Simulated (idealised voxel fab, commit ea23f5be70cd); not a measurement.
Name of the process module below: voxel fin reveal
Xsec cut, 210 nm wide, square cell size 5 nm.
Notation: cross-section as square-cell grid; stated in bands, top first, going down; one or more cell rows per band.
First you get the band's top height and its bottom height, in nm, and then the materials it's made of, left to right, with each width in nm. If you see a single material with "edge to edge", that one covers the band edge to edge. "blank" is empty space.
Where do heights start? At 0: under that level the wafer as delivered is made of one material only. And the lowest band has no floor; it just carries on downward, as in "0 nm and below".
The expression "30->40" gives the width at the extremes of the band, the first number at its top row of cells and the second at its bottom row, with the width changing by equal amounts from each row to the next in between.
Basically "remained unchanged" means that step didn't change any cell in the cross-section.
Any empty space of 8 cells or more lacking an open way to the top shows up in "Enclosed empty spaces" as width x height at distance, distance from the left edge, in nm.
Formally, on a step line, whatever follows the settings is a remark that the simulator itself makes on the step.
What "overlay nm" on a step's line means: if the step has a mask, that mask lay this far to the right of its planned place, or, when the value is negative, to the left.
[So here's the lineup of process steps we planned]
1: RECEIVE, material Si
2: CONFORMAL_DEP, material SiN, thk nm 10
3: DIRECTIONAL_DEP, material aC, thk nm 15
4: PATTERN, tone cover, mask id FINS, material resist, width nm 15, pitch nm 40, thk nm 35, overlay nm 0
5: DIRECTIONAL_ETCH, etch materials aC, depth nm 15
6: STRIP, etch materials resist
7: DIRECTIONAL_ETCH, etch materials SiN, depth nm 10
8: DIRECTIONAL_ETCH, etch materials Si, depth nm 35
9: STRIP, etch materials aC
10: FILL_DEP, material SiO2, thk nm 5
11: CMP, height nm 10
12: SELECTIVE_ETCH, etch materials SiO2, depth nm 30
13: STRIP, etch materials SiN
14: CONFORMAL_DEP, material SiO2, thk nm 5
[Cross-sectional view of the wafer in its as-received condition, corresponding to the state after step 1]
0 nm and below: Si edge to edge
Enclosed empty spaces: none
[first wafer at the end, as planned]
5 nm to 0 nm: 50 of blank, 25 of SiO2, 15 of blank, 25 of SiO2, 15 of blank, 25 of SiO2, 55 of blank
0 nm to -15 nm: 50 of blank, 5 of SiO2, 15 of Si, 5 of SiO2, 15 of blank, 5 of SiO2, 15 of Si, 5 of SiO2, 15 of blank, 5 of SiO2, 15 of Si, 5 of SiO2, 55 of blank
-15 nm to -35 nm: 55 of SiO2, 15 of Si, 25 of SiO2, 15 of Si, 25 of SiO2, 15 of Si, 60 of SiO2
-35 nm and below: Si edge to edge
Enclosed empty spaces: none
[This is the second of the two wafers, cross-sectioned at the end of the module; it started exactly like the first and was given the same plan, but it was run with one mistake]
5 nm to 0 nm: 50 of blank, 25 of aC, 15 of blank, 25 of aC, 15 of blank, 25 of aC, 55 of blank
0 nm to -15 nm: 50 of blank, 5 of aC, 15 of Si, 5 of aC, 15 of blank, 5 of aC, 15 of Si, 5 of aC, 15 of blank, 5 of aC, 15 of Si, 5 of aC, 55 of blank
-15 nm to -20 nm: 55 of aC, 15 of Si, 25 of aC, 15 of Si, 25 of aC, 15 of Si, 60 of aC
-20 nm to -35 nm: 55 of SiO2, 15 of Si, 25 of SiO2, 15 of Si, 25 of SiO2, 15 of Si, 60 of SiO2
-35 nm and below: Si edge to edge
Enclosed empty spaces: none
Heads up, the wafer didn't run the way we planned it: step 14 deviated from plan and actually ran as CONFORMAL_DEP, material aC, thk nm 5
Count the cells at the end and the second wafer has more or fewer of some materials than the first: SiO2 -66; aC +66
